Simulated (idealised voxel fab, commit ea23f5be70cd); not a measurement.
Process module under the name voxel self aligned vias
Section shown: cut. Width: 275 nm. Cell size: 5 nm, square.
Reading order for cross-sections: top band down to bottom band. Underlying form: a grid of square cells. Band size: one or more rows of cells.
Basically the band line says how high the top is and how high the bottom is, in nm, and then what's in it from left to right, every material with its width in nm. Empty space shows up as "empty", and if a single material carries "everywhere" it runs the full band edge to edge.
Convention: height 0 is the level below which the wafer, as received, is all one material. The lowest band does not terminate at the bottom but continues downward, represented as "top 0, no bottom".
Width: "30->40" (first number = top row, second number = bottom row, same change from row to row of cells).
Step marked "stayed the same"? Then no cell in the cross-section changed in it.
In "Enclosed void listing" the enclosed voids are listed, meaning empty spaces of 8 cells or larger without any opening to the top. The form is width x height at distance, distance from the left edge, units nm.
What comes after the settings on a step's line is commentary from the simulator itself on that step.
"overlay nm" denotes, for a step that has a mask, the displacement of the mask to the right of its planned place, with negative values corresponding to the left.

So here's the lineup of process steps we planned:
1 RECEIVE (material Si)
2 CONFORMAL_DEP (material SiO2; thk nm 15)
3 CONFORMAL_DEP (material SiCN; thk nm 5)
4 DIRECTIONAL_DEP (material SiO2; thk nm 25)
5 DIRECTIONAL_DEP (material aC; thk nm 15)
6 PATTERN (tone open; mask id LINES; material resist; width nm 30; pitch nm 70; thk nm 30; overlay nm 0)
7 DIRECTIONAL_ETCH (etch materials aC; depth nm 15)
8 STRIP (etch materials resist)
9 DIRECTIONAL_ETCH (etch materials SiO2; depth nm 25)
10 STRIP (etch materials aC)
11 CONFORMAL_DEP (material TiN; thk nm 5)
12 FILL_DEP (material W; thk nm 5)
13 CMP (height nm 45)
14 SELECTIVE_ETCH (etch materials W Ru TiN; depth nm 10)
15 FILL_DEP (material SiN; thk nm 10)
16 CMP (height nm 45)
17 DIRECTIONAL_DEP (material SiO2; thk nm 15)
18 PATTERN (tone open; mask id VIAS; material resist; width nm 40; pitch nm 70; thk nm 15; overlay nm 0)
19 DIRECTIONAL_ETCH (etch materials SiO2; depth nm 15)
20 DIRECTIONAL_ETCH (etch materials SiN; depth nm 10)
21 STRIP (etch materials resist)
22 CONFORMAL_DEP (material TiN; thk nm 5)
23 FILL_DEP (material Cu; thk nm 10)
24 CMP (height nm 60)
25 CONFORMAL_DEP (material SiCN; thk nm 5)

So this is the incoming wafer in cross-section - it's already been through step 1:
  top 0, no bottom  Si everywhere
  Enclosed void listing: none

Final cross-section, module run with one mistake (start and plan as above):
  top 65, bottom 60  SiCN everywhere
  top 60, bottom 50  80 nm SiO2, 5 nm TiN, 30 nm Cu, 5 nm TiN, 30 nm SiO2, 5 nm TiN, 30 nm Cu, 5 nm TiN, 85 nm SiO2
  top 50, bottom 40  80->85 nm SiO2, 10->5 nm TiN, 20 nm Cu, 10->5 nm TiN, 30->40 nm SiO2, 10->5 nm TiN, 20 nm Cu, 10->5 nm TiN, 85->90 nm SiO2
  top 40, bottom 35  85 nm SiO2, 30 nm TiN, 40 nm SiO2, 30 nm TiN, 90 nm SiO2
  top 35, bottom 25  85 nm SiO2, 5 nm TiN, 20 nm W, 5 nm TiN, 40 nm SiO2, 5 nm TiN, 20 nm W, 5 nm TiN, 90 nm SiO2
  top 25, bottom 20  85 nm SiO2, 30 nm TiN, 40 nm SiO2, 30 nm TiN, 90 nm SiO2
  top 20, bottom 5  SiO2 everywhere
  top 5, bottom 0  SiCN everywhere
  top 0, no bottom  Si everywhere
  Enclosed void listing: none
What broke from the plan during processing? steps 2 and 3 of the plan were each performed in the slot designated for the other
